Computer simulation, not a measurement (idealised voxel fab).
The following is a process module called voxel air gaps.
Cross-section cut: width 215 nm, square cells of 5 nm.
In this document a cross-section is written as a grid of square cells. It is given as a series of bands, listed from the top down, and a band is one or more rows of cells. For a band, the entry starts with two heights in nm, that of the top and then that of the bottom, and carries on with the band's materials in order from left to right, each alongside its width in nm; the word "all across" beside a single material means it fills the band edge to edge, and "air" means empty space. The level at which height equals 0 is the one under which the wafer, as it arrives, is entirely one material. No lower edge exists for the bottom band, which continues downward and is notated as in "0..down". Width "30 to 40": first value at the band's top row of cells, second value at its bottom row, equal change from row to row. The designation "everything unchanged", where it is given for a processing step, indicates that no cell of the cross-section was altered in the course of that step. "Fully sealed voids" specifies each empty space that is not open to the top and that occupies no fewer than 8 cells, using the form width x height at distance, the distance measured from the left edge and all three quantities in nm. That trailing text on a step's line, after the settings, is the simulator's own remark on the step. The "overlay nm" setting may appear on a step's line; for a step that uses a mask, it gives how far to the right of its planned position the mask lay, and a negative value indicates the left.
### Steps in the process plan
1 RECEIVE,material Si
2 CONFORMAL_DEP,material SiO2,thk nm 10
3 CONFORMAL_DEP,material SiN,thk nm 5
4 DIRECTIONAL_DEP,material SiO2,thk nm 35
5 DIRECTIONAL_DEP,material aC,thk nm 10
6 PATTERN,tone open,mask id LINES,material resist,width nm 25,pitch nm 55,thk nm 25,overlay nm 0
7 DIRECTIONAL_ETCH,etch materials aC,depth nm 10
8 STRIP,etch materials resist
9 DIRECTIONAL_ETCH,etch materials SiO2,depth nm 35
10 STRIP,etch materials aC
11 CONFORMAL_DEP,material TiN,thk nm 5
12 FILL_DEP,material Cu,thk nm 5
13 CMP,height nm 50
14 EPI,material Ru,thk nm 10
15 SELECTIVE_ETCH,etch materials SiO2,depth nm 45
16 CONFORMAL_DEP,material SiCN,thk nm 5
### Below: the first of two wafers, run as planned
### The cross-section here shows the wafer as received, i.e. in its state after step 1
  0..down: Si all across
  Fully sealed voids: none
### Sectional view: wafer, after step 2
  10..0: SiO2 all across
  Nothing below the height 0 has changed.
### Sectional view: wafer, after step 3
  15..10: SiN all across
  Nothing below the height 10 has changed.
### Sectional view: wafer, after step 4
  50..15: SiO2 all across
  Nothing below the height 15 has changed.
### Sectional view: wafer, after step 5
  60..50: aC all across
  Nothing below the height 50 has changed.
### Sectional view: wafer, after step 6
  85..60: 40 resist  25 air  30 resist  25 air  30 resist  25 air  40 resist
  Nothing below the height 60 has changed.
### Sectional view: wafer, after step 7
  75..60: 40 resist  25 air  30 resist  25 air  30 resist  25 air  40 resist
  60..50: 40 aC  25 air  30 aC  25 air  30 aC  25 air  40 aC
  Nothing below the height 50 has changed.
### Sectional view: wafer, after step 8
  60..50: 40 aC  25 air  30 aC  25 air  30 aC  25 air  40 aC
  Nothing below the height 50 has changed.
### Sectional view: wafer, after step 9
  60..50: 40 aC  25 air  30 aC  25 air  30 aC  25 air  40 aC
  50..15: 40 SiO2  25 air  30 SiO2  25 air  30 SiO2  25 air  40 SiO2
  Nothing below the height 15 has changed.
### Sectional view: wafer, after step 10
  50..15: 40 SiO2  25 air  30 SiO2  25 air  30 SiO2  25 air  40 SiO2
  Nothing below the height 15 has changed.
### Sectional view: wafer, after step 11
  55..50: 45 TiN  15 air  40 TiN  15 air  40 TiN  15 air  45 TiN
  50..20: 40 SiO2  5 TiN  15 air  5 TiN  30 SiO2  5 TiN  15 air  5 TiN  30 SiO2  5 TiN  15 air  5 TiN  40 SiO2
  20..15: 40 SiO2  25 TiN  30 SiO2  25 TiN  30 SiO2  25 TiN  40 SiO2
  Nothing below the height 15 has changed.
### Sectional view: wafer, after step 12
  60..55: Cu all across
  55..50: 45 TiN  15 Cu  40 TiN  15 Cu  40 TiN  15 Cu  45 TiN
  50..20: 40 SiO2  5 TiN  15 Cu  5 TiN  30 SiO2  5 TiN  15 Cu  5 TiN  30 SiO2  5 TiN  15 Cu  5 TiN  40 SiO2
  Nothing below the height 20 has changed.
### Sectional view: wafer, after step 13
  50..20: 40 SiO2  5 TiN  15 Cu  5 TiN  30 SiO2  5 TiN  15 Cu  5 TiN  30 SiO2  5 TiN  15 Cu  5 TiN  40 SiO2
  Nothing below the height 20 has changed.
### Sectional view: wafer, after step 14
  60..50: 30 air  45 Ru  10 air  45 Ru  10 air  45 Ru  30 air
  Nothing below the height 50 has changed.
### Sectional view: wafer, after step 15
  60..50: 30 air  45 Ru  10 air  45 Ru  10 air  45 Ru  30 air
  50..20: 40 air  5 TiN  15 Cu  5 TiN  30 air  5 TiN  15 Cu  5 TiN  30 air  5 TiN  15 Cu  5 TiN  40 air
  20..15: 40 air  25 TiN  30 air  25 TiN  30 air  25 TiN  40 air
  Nothing below the height 15 has changed.
### Sectional view: wafer, after step 16
  65..60: 25 air  165 SiCN  25 air
  60..50: 25 air  5 SiCN  45 Ru  10 SiCN  45 Ru  10 SiCN  45 Ru  5 SiCN  25 air
  50..45: 25 air  15 SiCN  5 TiN  15 Cu  5 TiN  30 SiCN  5 TiN  15 Cu  5 TiN  30 SiCN  5 TiN  15 Cu  5 TiN  15 SiCN  25 air
  45..20: 35 air  5 SiCN  5 TiN  15 Cu  5 TiN  5 SiCN  20 air  5 SiCN  5 TiN  15 Cu  5 TiN  5 SiCN  20 air  5 SiCN  5 TiN  15 Cu  5 TiN  5 SiCN  35 air
  20..15: 40 SiCN  25 TiN  30 SiCN  25 TiN  30 SiCN  25 TiN  40 SiCN
  Nothing below the height 15 has changed.
  Fully sealed voids: 20 x 25 at 70; 20 x 25 at 125
### Second wafer, same starting state and plan as the first, one mistake in the run, identical through step 13
### Second wafer, cross-section, planned end of step 14
  50..20: 40 air  5 TiN  15 Cu  5 TiN  30 air  5 TiN  15 Cu  5 TiN  30 air  5 TiN  15 Cu  5 TiN  40 air
  20..15: 40 air  25 TiN  30 air  25 TiN  30 air  25 TiN  40 air
  Nothing below the height 15 has changed.
### Second wafer, cross-section, planned end of step 15
  60..50: 30 air  45 Ru  10 air  45 Ru  10 air  45 Ru  30 air
  50..20: 30 air  10 Ru  5 TiN  15 Cu  5 TiN  10 Ru  10 air  10 Ru  5 TiN  15 Cu  5 TiN  10 Ru  10 air  10 Ru  5 TiN  15 Cu  5 TiN  10 Ru  30 air
  20..15: 30 air  10 Ru  25 TiN  10 Ru  10 air  10 Ru  25 TiN  10 Ru  10 air  10 Ru  25 TiN  10 Ru  30 air
  Nothing below the height 15 has changed.
### Second wafer, cross-section, planned end of step 16
  65..60: 25 air  165 SiCN  25 air
  60..50: 25 air  5 SiCN  45 Ru  10 SiCN  45 Ru  10 SiCN  45 Ru  5 SiCN  25 air
  50..20: 25 air  5 SiCN  10 Ru  5 TiN  15 Cu  5 TiN  10 Ru  10 SiCN  10 Ru  5 TiN  15 Cu  5 TiN  10 Ru  10 SiCN  10 Ru  5 TiN  15 Cu  5 TiN  10 Ru  5 SiCN  25 air
  20..15: 30 SiCN  10 Ru  25 TiN  10 Ru  10 SiCN  10 Ru  25 TiN  10 Ru  10 SiCN  10 Ru  25 TiN  10 Ru  30 SiCN
  Nothing below the height 15 has changed.
Run error: plan steps 14 and 15 run swapped
Final wafer comparison in cells, second versus first, more or fewer per material: 84 more of Ru | 24 fewer of SiCN
The first wafer finishes with 2 closed voids, while the second finishes with 0.
